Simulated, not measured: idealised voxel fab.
Name of the process module below: voxel self aligned vias
Pictured: cross-section cut, 260 nm wide, on a grid of 5 nm square cells.
Think of the cross-section as a grid of square cells. We describe it in bands, top to bottom, and each band covers one or more rows of those cells.
Within each band entry, the heights of the top and of the bottom of the band appear first, in that order and in nm; the materials of the band then follow from left to right, each with its corresponding width in nm. The designation "throughout" on a single material indicates that it fills the band from edge to edge; the designation "blank" indicates empty space.
We count height from 0. Below that, the starting wafer is all one material. The lowest band never ends at the bottom but goes on down; see "0 -> down" for how that is written.
Note: "30->40" means the width goes from the first number (top row of the band) to the second number (bottom row) in equal steps per row of cells.
What does "nothing was modified" mean for a step? It means no cell of the cross-section changed in that step.
Closed-off voids of 8+ cells (no open route to the top) go in "Sealed voids", written width x height at distance from the left edge, in nm.
Anything after a step's settings on that line? It's the simulator's own note about the step.
If you see "overlay nm" on a step's line and that step has a mask, it's telling you how far right of where it was planned the mask ended up; a negative number means it went left instead.
Process steps foreseen in the plan:
1 RECEIVE: material Si
2 CONFORMAL_DEP: material SiO2, thk nm 15
3 CONFORMAL_DEP: material SiCN, thk nm 5
4 DIRECTIONAL_DEP: material SiO2, thk nm 30
5 PATTERN: tone open, mask id LINES, material resist, width nm 30, pitch nm 60, thk nm 20, overlay nm 0
6 DIRECTIONAL_ETCH: etch materials SiO2, depth nm 30
7 STRIP: etch materials resist
8 CONFORMAL_DEP: material TiN, thk nm 5
9 FILL_DEP: material Ru, thk nm 10
10 CMP: height nm 50
11 SELECTIVE_ETCH: etch materials W Ru TiN, depth nm 5
12 FILL_DEP: material SiN, thk nm 10
13 CMP: height nm 50
14 DIRECTIONAL_DEP: material SiO2, thk nm 15
15 MASKED_ETCH: tone open, mask id VIAS, width nm 40, pitch nm 60, etch materials SiO2, depth nm 15, overlay nm 0
16 MASKED_ETCH: tone open, mask id VIAS, width nm 40, pitch nm 60, etch materials SiN, depth nm 5, overlay nm 0
17 CONFORMAL_DEP: material TiN, thk nm 5
18 FILL_DEP: material W, thk nm 10
19 CMP: height nm 65
20 CONFORMAL_DEP: material SiCN, thk nm 5
Wafer as received: cross-section following step 1:
* 0 -> down | Si throughout
* Sealed voids: none
The plan above was carried out on the starting structure above with one mistake, and this cross-section shows the wafer at the end of the module:
* 70 -> 65 | SiCN throughout
* 65 -> 55 | SiO2 (50) | TiN (5) | W (30) | TiN (5) | SiO2 (20) | TiN (5) | W (30) | TiN (5) | SiO2 (20) | TiN (5) | W (30) | TiN (5) | SiO2 (50)
* 55 -> 50 | SiO2 (50) | TiN (10) | W (25) | TiN (5) | SiO2 (20) | TiN (10) | W (25) | TiN (5) | SiO2 (20) | TiN (10) | W (25) | TiN (5) | SiO2 (50)
* 50 -> 45 | SiO2 (55) | TiN (35) | SiO2 (25) | TiN (35) | SiO2 (25) | TiN (35) | SiO2 (50)
* 45 -> 25 | SiO2 (55) | TiN (5) | Ru (25) | TiN (5) | SiO2 (25) | TiN (5) | Ru (25) | TiN (5) | SiO2 (25) | TiN (5) | Ru (25) | TiN (5) | SiO2 (50)
* 25 -> 20 | SiO2 (55) | TiN (35) | SiO2 (25) | TiN (35) | SiO2 (25) | TiN (35) | SiO2 (50)
* 20 -> 15 | SiCN throughout
* 15 -> 0 | SiO2 throughout
* 0 -> down | Si throughout
* Sealed voids: none
Run error: not per plan at step 5, really ran PATTERN: tone open, mask id LINES, material resist, width nm 35, pitch nm 60, thk nm 20, overlay nm 0
